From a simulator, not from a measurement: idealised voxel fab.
A process module follows: voxel ribs on slabs.
FYI the section here is cut, 230 nm wide, cells are 5 nm squares.
A cross-section in this document is a grid of square cells, and it is written down as bands, the top band listed before the ones below it; a band is made up of one or more rows of cells.
Basically the band line says how high the top is and how high the bottom is, in nm, and then what's in it from left to right, every material with its width in nm. Empty space shows up as "empty", and if a single material carries "edge to edge" it runs the full band edge to edge.
Heads up on the height convention: 0 is the point under which the incoming wafer is all one material, and the lowest band has no bottom, it just keeps going down, like "0..down".
The two numbers in a width such as "30..40" mark its ends across the band: the first belongs to the top row of cells, the second to the bottom row, and from each row to the next the width moves by the same amount.
"no alterations made" means the step left every cell of the cross-section as it was.
"Completely enclosed voids": sealed empty spaces, 8 cells or more, no open way to top, listed width x height at distance, with distance from the left edge and width, height and distance in nm.
Past the settings on a step's line: simulator remark, on that step.
overlay nm: where the mask lay relative to plan, measured to the right, on steps with a mask; negatives go left.

[So here's the lineup of process steps we planned]
- 1: RECEIVE [material Si]
- 2: DIRECTIONAL_DEP [material SiO2] [thk nm 25]
- 3: DIRECTIONAL_DEP [material polySi] [thk nm 20]
- 4: PATTERN [tone cover] [mask id RIB] [material resist] [width nm 15] [thk nm 15] [overlay nm 0]
- 5: DIRECTIONAL_ETCH [etch materials polySi] [depth nm 15]
- 6: STRIP [etch materials resist]
- 7: DIRECTIONAL_DEP [material aC] [thk nm 15]
- 8: PATTERN [tone cover] [mask id SLAB] [material resist] [width nm 65] [thk nm 35] [overlay nm 0]
- 9: DIRECTIONAL_ETCH [etch materials aC] [depth nm 15]
- 10: STRIP [etch materials resist]
- 11: DIRECTIONAL_ETCH [etch materials polySi] [depth nm 5]
- 12: STRIP [etch materials aC]
- 13: FILL_DEP [material SiO2] [thk nm 20]
- 14: CMP [height nm 60]
- 15: DIRECTIONAL_DEP [material TiN] [thk nm 10]
- 16: DIRECTIONAL_DEP [material aC] [thk nm 15]
- 17: PATTERN [tone cover] [mask id HEATER] [material resist] [width nm 25] [thk nm 30] [overlay nm 0]
- 18: DIRECTIONAL_ETCH [etch materials aC] [depth nm 15]
- 19: STRIP [etch materials resist]
- 20: DIRECTIONAL_ETCH [etch materials TiN] [depth nm 10]
- 21: STRIP [etch materials aC]
- 22: CONFORMAL_DEP [material SiO2] [thk nm 10]

[First of two wafers: run as planned]

[Step 1 complete: cross-section of the wafer as received]
- 0..down = Si edge to edge
- Completely enclosed voids: none

[Cross-sectional representation of the wafer at the conclusion of step 2]
- 25..0 = SiO2 edge to edge
- Anything lower than 0 is untouched.

[Cross-sectional representation of the wafer at the conclusion of step 3]
- 45..25 = polySi edge to edge
- Anything lower than 25 is untouched.

[Cross-sectional representation of the wafer at the conclusion of step 4]
- 60..45 = 105 empty  15 resist  110 empty
- Anything lower than 45 is untouched.

[Cross-sectional representation of the wafer at the conclusion of step 5]
- 60..45 = 105 empty  15 resist  110 empty
- 45..30 = 105 empty  15 polySi  110 empty
- Anything lower than 30 is untouched.

[Cross-sectional representation of the wafer at the conclusion of step 6]
- 45..30 = 105 empty  15 polySi  110 empty
- Anything lower than 30 is untouched.

[Cross-sectional representation of the wafer at the conclusion of step 7]
- 60..45 = 105 empty  15 aC  110 empty
- 45..30 = 105 aC  15 polySi  110 aC
- Anything lower than 30 is untouched.

[Cross-sectional representation of the wafer at the conclusion of step 8]
- 95..60 = 80 empty  65 resist  85 empty
- 60..45 = 80 empty  25 resist  15 aC  25 resist  85 empty
- Anything lower than 45 is untouched.

[Cross-sectional representation of the wafer at the conclusion of step 9]
- 80..60 = 80 empty  65 resist  85 empty
- 60..45 = 80 empty  25 resist  15 aC  25 resist  85 empty
- 45..30 = 80 empty  25 aC  15 polySi  25 aC  85 empty
- Anything lower than 30 is untouched.

[Cross-sectional representation of the wafer at the conclusion of step 10]
- 60..45 = 105 empty  15 aC  110 empty
- Anything lower than 45 is untouched.

[Cross-sectional representation of the wafer at the conclusion of step 11]
- 60..45 = 105 empty  15 aC  110 empty
- 45..30 = 80 empty  25 aC  15 polySi  25 aC  85 empty
- 30..25 = 80 empty  65 polySi  85 empty
- Anything lower than 25 is untouched.

[Cross-sectional representation of the wafer at the conclusion of step 12]
- 45..30 = 105 empty  15 polySi  110 empty
- Anything lower than 30 is untouched.

[Cross-sectional representation of the wafer at the conclusion of step 13]
- 65..45 = SiO2 edge to edge
- 45..30 = 105 SiO2  15 polySi  110 SiO2
- 30..25 = 80 SiO2  65 polySi  85 SiO2
- Anything lower than 25 is untouched.

[Cross-sectional representation of the wafer at the conclusion of step 14]
- 60..45 = SiO2 edge to edge
- Anything lower than 45 is untouched.

[Cross-sectional representation of the wafer at the conclusion of step 15]
- 70..60 = TiN edge to edge
- Anything lower than 60 is untouched.

[Cross-sectional representation of the wafer at the conclusion of step 16]
- 85..70 = aC edge to edge
- Anything lower than 70 is untouched.

[Cross-sectional representation of the wafer at the conclusion of step 17]
- 115..85 = 100 empty  25 resist  105 empty
- Anything lower than 85 is untouched.

[Cross-sectional representation of the wafer at the conclusion of step 18]
- 100..85 = 100 empty  25 resist  105 empty
- 85..70 = 100 empty  25 aC  105 empty
- Anything lower than 70 is untouched.

[Cross-sectional representation of the wafer at the conclusion of step 19]
- 85..70 = 100 empty  25 aC  105 empty
- Anything lower than 70 is untouched.

[Cross-sectional representation of the wafer at the conclusion of step 20]
- 85..70 = 100 empty  25 aC  105 empty
- 70..60 = 100 empty  25 TiN  105 empty
- Anything lower than 60 is untouched.

[Cross-sectional representation of the wafer at the conclusion of step 21]
- 70..60 = 100 empty  25 TiN  105 empty
- Anything lower than 60 is untouched.

[Cross-sectional representation of the wafer at the conclusion of step 22]
- 80..70 = 90 empty  45 SiO2  95 empty
- 70..60 = 100 SiO2  25 TiN  105 SiO2
- Anything lower than 60 is untouched.

[Second wafer: same start and same plan as the first, one execution error; identical to the first through step 3]

[Second wafer: cross-section at the scheduled end of step 4]
- 60..45 = 95 empty  15 resist  120 empty
- Anything lower than 45 is untouched.

[Second wafer: cross-section at the scheduled end of step 5]
- 60..45 = 95 empty  15 resist  120 empty
- 45..30 = 95 empty  15 polySi  120 empty
- Anything lower than 30 is untouched.

[Second wafer: cross-section at the scheduled end of step 6]
- 45..30 = 95 empty  15 polySi  120 empty
- Anything lower than 30 is untouched.

[Second wafer: cross-section at the scheduled end of step 7]
- 60..45 = 95 empty  15 aC  120 empty
- 45..30 = 95 aC  15 polySi  120 aC
- Anything lower than 30 is untouched.

[Second wafer: cross-section at the scheduled end of step 8]
- 95..60 = 80 empty  65 resist  85 empty
- 60..45 = 80 empty  15 resist  15 aC  35 resist  85 empty
- Anything lower than 45 is untouched.

[Second wafer: cross-section at the scheduled end of step 9]
- 80..60 = 80 empty  65 resist  85 empty
- 60..45 = 80 empty  15 resist  15 aC  35 resist  85 empty
- 45..30 = 80 empty  15 aC  15 polySi  35 aC  85 empty
- Anything lower than 30 is untouched.

[Second wafer: cross-section at the scheduled end of step 10]
- 60..45 = 95 empty  15 aC  120 empty
- Anything lower than 45 is untouched.

[Second wafer: cross-section at the scheduled end of step 11]
- 60..45 = 95 empty  15 aC  120 empty
- 45..30 = 80 empty  15 aC  15 polySi  35 aC  85 empty
- 30..25 = 80 empty  65 polySi  85 empty
- Anything lower than 25 is untouched.

[Second wafer: cross-section at the scheduled end of step 12]
- 45..30 = 95 empty  15 polySi  120 empty
- Anything lower than 30 is untouched.

[Second wafer: cross-section at the scheduled end of step 13]
- 65..45 = SiO2 edge to edge
- 45..30 = 95 SiO2  15 polySi  120 SiO2
- 30..25 = 80 SiO2  65 polySi  85 SiO2
- Anything lower than 25 is untouched.

[Second wafer: cross-section at the scheduled end of step 14]
- 60..45 = SiO2 edge to edge
- Anything lower than 45 is untouched.

[Second wafer: cross-section at the scheduled end of step 15]
- 70..60 = TiN edge to edge
- Anything lower than 60 is untouched.

[Second wafer: cross-section at the scheduled end of step 16]
- 85..70 = aC edge to edge
- Anything lower than 70 is untouched.

[Second wafer: cross-section at the scheduled end of step 17]
- 115..85 = 100 empty  25 resist  105 empty
- Anything lower than 85 is untouched.

[Second wafer: cross-section at the scheduled end of step 18]
- 100..85 = 100 empty  25 resist  105 empty
- 85..70 = 100 empty  25 aC  105 empty
- Anything lower than 70 is untouched.

[Second wafer: cross-section at the scheduled end of step 19]
- 85..70 = 100 empty  25 aC  105 empty
- Anything lower than 70 is untouched.

[Second wafer: cross-section at the scheduled end of step 20]
- 85..70 = 100 empty  25 aC  105 empty
- 70..60 = 100 empty  25 TiN  105 empty
- Anything lower than 60 is untouched.

[Second wafer: cross-section at the scheduled end of step 21]
- 70..60 = 100 empty  25 TiN  105 empty
- Anything lower than 60 is untouched.

[Second wafer: cross-section at the scheduled end of step 22]
- 80..70 = 90 empty  45 SiO2  95 empty
- 70..60 = 100 SiO2  25 TiN  105 SiO2
- Anything lower than 60 is untouched.
Diagnosis: contrary to plan, step 4 was performed as PATTERN [tone cover] [mask id RIB] [material resist] [width nm 15] [thk nm 15] [overlay nm -10]
Both wafers, final: cells per material equal; arrangement not.
